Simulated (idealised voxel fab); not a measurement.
process module | voxel capacitor over wiring
cross-section cut | 170 nm wide | cells 5 nm
A cross-section is a grid of square cells, given in bands from the top down. A band is one or more rows of cells.
Each band's line starts with the height of the band's top and of its bottom, in nm. Then come its materials from left to right, each with its width in nm. One material with "throughout" fills the band from edge to edge. "air" is empty space.
Height 0 is the level under which the wafer as received is all one material. The lowest band goes on downwards, as in "0 down".
A width such as "30 to 40" changes by the same amount from each row of cells to the next, from the band's top row to its bottom row.
"no change" after a step means that no cell of the cross-section changed.
closed voids: empty space of 8 cells or more with no open way to the top, each as width x height at its distance from the left edge, in nm
after a step's settings: what the simulator itself notes on the step
overlay nm, on a step with a mask: how far to the right of its planned place the mask lay; to the left if negative
plan
1 op RECEIVE | material Si
2 op CONFORMAL_DEP | material SiO2 | thk nm 15
3 op CONFORMAL_DEP | material SiN | thk nm 5
4 op DIRECTIONAL_DEP | material SiO2 | thk nm 25
5 op DIRECTIONAL_DEP | material aC | thk nm 15
6 op PATTERN | tone open | mask id METAL_1 | material resist | width nm 30 | pitch nm 90 | thk nm 30 | overlay nm 0
7 op DIRECTIONAL_ETCH | etch materials aC | depth nm 15
8 op STRIP | etch materials resist
9 op DIRECTIONAL_ETCH | etch materials SiO2 | depth nm 25
10 op DIRECTIONAL_ETCH | etch materials SiN | depth nm 5
11 op STRIP | etch materials aC
12 op CONFORMAL_DEP | material TiN | thk nm 5
13 op FILL_DEP | material Cu | thk nm 10
14 op CMP | height nm 45
15 op CONFORMAL_DEP | material SiCN | thk nm 5
16 op DIRECTIONAL_DEP | material SiO2 | thk nm 15
17 op PATTERN | tone open | mask id PLUG_1 | material resist | width nm 15 | thk nm 20 | overlay nm 0
18 op DIRECTIONAL_ETCH | etch materials SiO2 | depth nm 15
19 op DIRECTIONAL_ETCH | etch materials SiCN | depth nm 5
20 op STRIP | etch materials resist
21 op CONFORMAL_DEP | material TiN | thk nm 5
22 op FILL_DEP | material W | thk nm 5
23 op CMP | height nm 65
24 op DIRECTIONAL_DEP | material TiN | thk nm 5
25 op DIRECTIONAL_DEP | material SiN | thk nm 5
26 op DIRECTIONAL_DEP | material TiN | thk nm 5
27 op MASKED_ETCH | tone cover | mask id UPPER_PLATE | width nm 65 | etch materials TiN | depth nm 5 | overlay nm 0
28 op MASKED_ETCH | tone cover | mask id UPPER_PLATE | width nm 65 | etch materials SiN | depth nm 5 | overlay nm 0
29 op DIRECTIONAL_DEP | material aC | thk nm 15
30 op PATTERN | tone cover | mask id LOWER_PLATE | material resist | width nm 75 | thk nm 35 | overlay nm 0
31 op DIRECTIONAL_ETCH | etch materials aC | depth nm 15
32 op STRIP | etch materials resist
33 op DIRECTIONAL_ETCH | etch materials TiN | depth nm 5
34 op STRIP | etch materials aC
35 op FILL_DEP | material SiO2 | thk nm 15
36 op CMP | height nm 90
37 op MASKED_ETCH | tone open | mask id PLUG_2 | width nm 15 | etch materials SiO2 | depth nm 10 | overlay nm 0
38 op CONFORMAL_DEP | material TiN | thk nm 5
39 op FILL_DEP | material Cu | thk nm 5
40 op CMP | height nm 90
41 op CONFORMAL_DEP | material SiCN | thk nm 5
as received, after step 1
  0 down: Si throughout
  closed voids: none
a wafer at the end: this start, this plan, one mistake
  95 to 90: SiCN throughout
  90 to 85: SiO2 50 | TiN 5 | Cu 5 | TiN 5 | SiO2 105
  85 to 75: SiO2 50 to 40 | TiN 15 to 65 | SiO2 105 to 65
  75 to 70: SiO2 40 | SiN 65 | SiO2 65
  70 to 65: SiO2 35 | TiN 75 | SiO2 60
  65 to 50: W 35 | TiN 5 | SiO2 15 | TiN 5 | W 110
  50 to 45: TiN 40 | SiCN 15 | TiN 115
  45 to 20: SiO2 25 | TiN 5 | Cu 20 | TiN 5 | SiO2 60 | TiN 5 | Cu 20 | TiN 5 | SiO2 25
  20 to 15: SiN 25 | TiN 30 | SiN 60 | TiN 30 | SiN 25
  15 to 0: SiO2 throughout
  0 down: Si throughout
  closed voids: none
what went wrong: step 17 ran as: op PATTERN | tone cover | mask id PLUG_1 | material resist | width nm 15 | thk nm 20 | overlay nm 0
